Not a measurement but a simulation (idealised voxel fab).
The process module presented herein is designated voxel capacitor over wiring.
The cross-section on display is named cut; it measures 245 nm wide, and its cells are 5 nm squares.
Throughout this document, each cross-section is represented as a grid of square cells and is presented as a sequence of bands enumerated from the top downward, where a band comprises one or more rows of cells. Band entry format. Leading values: height of top, height of bottom, nm. Remainder: materials in left-to-right order, each with its width in nm. Special words: "full width" on a single material, which then fills the band edge to edge; "empty", empty space. Heights are expressed relative to 0, this being the level below which the as-received wafer comprises one material exclusively. The lowest band is unbounded in the downward direction and is denoted as in "0 -> down". Think of "30..40" as a width that walks from the first number to the second as you go down the band, top row to bottom row, taking equal-sized steps from row to row. When a step is marked "everything unchanged", none of the cells in the cross-section changed during that step. You'll see "Closed void roster" listing empty spaces that have no way open to the top, as long as they're 8 cells or more; the notation is width x height at distance, where the distance is from the left edge, and all of it is in nm. Text after the settings on a step's line: the simulator's own remark on that step. The line of a step may include "overlay nm". On a step with a mask, this value is how far to the right of its planned place the mask lay. A negative value means the mask lay to the left.
[These are the steps we planned for the process]
| 1 | RECEIVE with material Si |
| 2 | CONFORMAL_DEP with material SiO2, thk nm 15 |
| 3 | DIRECTIONAL_DEP with material TiN, thk nm 5 |
| 4 | DIRECTIONAL_DEP with material W, thk nm 15 |
| 5 | MASKED_ETCH with tone cover, mask id METAL_1, width nm 20, pitch nm 85, etch materials W, depth nm 15, overlay nm 0 |
| 6 | MASKED_ETCH with tone cover, mask id METAL_1, width nm 20, pitch nm 85, etch materials TiN, depth nm 5, overlay nm 0 |
| 7 | CONFORMAL_DEP with material SiN, thk nm 5 |
| 8 | FILL_DEP with material lowk, thk nm 10 |
| 9 | CMP with height nm 35 |
| 10 | CONFORMAL_DEP with material SiCN, thk nm 5 |
| 11 | DIRECTIONAL_DEP with material lowk, thk nm 20 |
| 12 | MASKED_ETCH with tone open, mask id PLUG_1, width nm 15, etch materials lowk, depth nm 20, overlay nm 0 |
| 13 | MASKED_ETCH with tone open, mask id PLUG_1, width nm 15, etch materials SiCN, depth nm 5, overlay nm 0 |
| 14 | EPI with material Ru, thk nm 10 |
| 15 | EPI with material Ru, thk nm 10 |
| 16 | EPI with material Ru, thk nm 5 |
| 17 | DIRECTIONAL_DEP with material TiN, thk nm 5 |
| 18 | DIRECTIONAL_DEP with material Al2O3, thk nm 5 |
| 19 | DIRECTIONAL_DEP with material TiN, thk nm 5 |
| 20 | PATTERN with tone cover, mask id UPPER_PLATE, material resist, width nm 70, thk nm 15, overlay nm 0 |
| 21 | DIRECTIONAL_ETCH with etch materials TiN, depth nm 5 |
| 22 | DIRECTIONAL_ETCH with etch materials Al2O3, depth nm 5 |
| 23 | STRIP with etch materials resist |
| 24 | PATTERN with tone cover, mask id LOWER_PLATE, material resist, width nm 80, thk nm 20, overlay nm 0 |
| 25 | DIRECTIONAL_ETCH with etch materials TiN, depth nm 5 |
| 26 | STRIP with etch materials resist |
| 27 | FILL_DEP with material SiO2, thk nm 20 |
| 28 | CMP with height nm 90 |
| 29 | MASKED_ETCH with tone open, mask id PLUG_2, width nm 15, etch materials SiO2, depth nm 15, overlay nm 0 |
| 30 | CONFORMAL_DEP with material TiN, thk nm 5 |
| 31 | FILL_DEP with material Ru, thk nm 10 |
| 32 | CMP with height nm 90 |
| 33 | CONFORMAL_DEP with material SiN, thk nm 5 |
[Incoming wafer, cross-sectional view, post step 1]
* 0 -> down: Si full width
* Closed void roster: none
[Cross-section: first of two wafers, module finished, run according to plan]
* 95 -> 90: SiN full width
* 90 -> 80: SiO2 85; TiN 5; Ru 5; TiN 5; SiO2 145
* 80 -> 70: SiO2 85..75; TiN 15..70; SiO2 145..100
* 70 -> 65: SiO2 75; Al2O3 70; SiO2 100
* 65 -> 60: SiO2 70; TiN 80; SiO2 95
* 60 -> 40: lowk 75; Ru 15; lowk 155
* 40 -> 35: SiCN 75; Ru 15; SiCN 155
* 35 -> 20: lowk 65; SiN 5; W 20; SiN 5; lowk 55; SiN 5; W 20; SiN 5; lowk 65
* 20 -> 15: SiN 70; TiN 20; SiN 65; TiN 20; SiN 70
* 15 -> 0: SiO2 full width
* 0 -> down: Si full width
* Closed void roster: none
[Wafer two, sectioned after the module: the first wafer's start, the first wafer's plan, and one mistake in how it was run]
* 95 -> 90: SiN full width
* 90 -> 80: SiO2 85; TiN 5; Ru 5; TiN 5; SiO2 145
* 80 -> 70: SiO2 85..90; TiN 15..55; SiO2 145..100
* 70 -> 65: SiO2 90; Al2O3 55; SiO2 100
* 65 -> 60: SiO2 70; TiN 80; SiO2 95
* 60 -> 55: lowk 75; Al2O3 15; lowk 155
* 55 -> 50: lowk 75; TiN 15; lowk 155
* 50 -> 40: lowk full width
* 40 -> 35: SiCN full width
* 35 -> 20: lowk 65; SiN 5; W 20; SiN 5; lowk 55; SiN 5; W 20; SiN 5; lowk 65
* 20 -> 15: SiN 70; TiN 20; SiN 65; TiN 20; SiN 70
* 15 -> 0: SiO2 full width
* 0 -> down: Si full width
* Closed void roster: none
Against the plan, the run slipped here: contrary to plan, step 12 was performed as MASKED_ETCH with tone open, mask id PLUG_1, width nm 15, etch materials lowk, depth nm 10, overlay nm 0
Counted in cells at the end, the second wafer holds more or fewer of these materials than the first: 15 fewer of Ru, 3 more of SiCN, 6 more of SiO2, 6 more of lowk
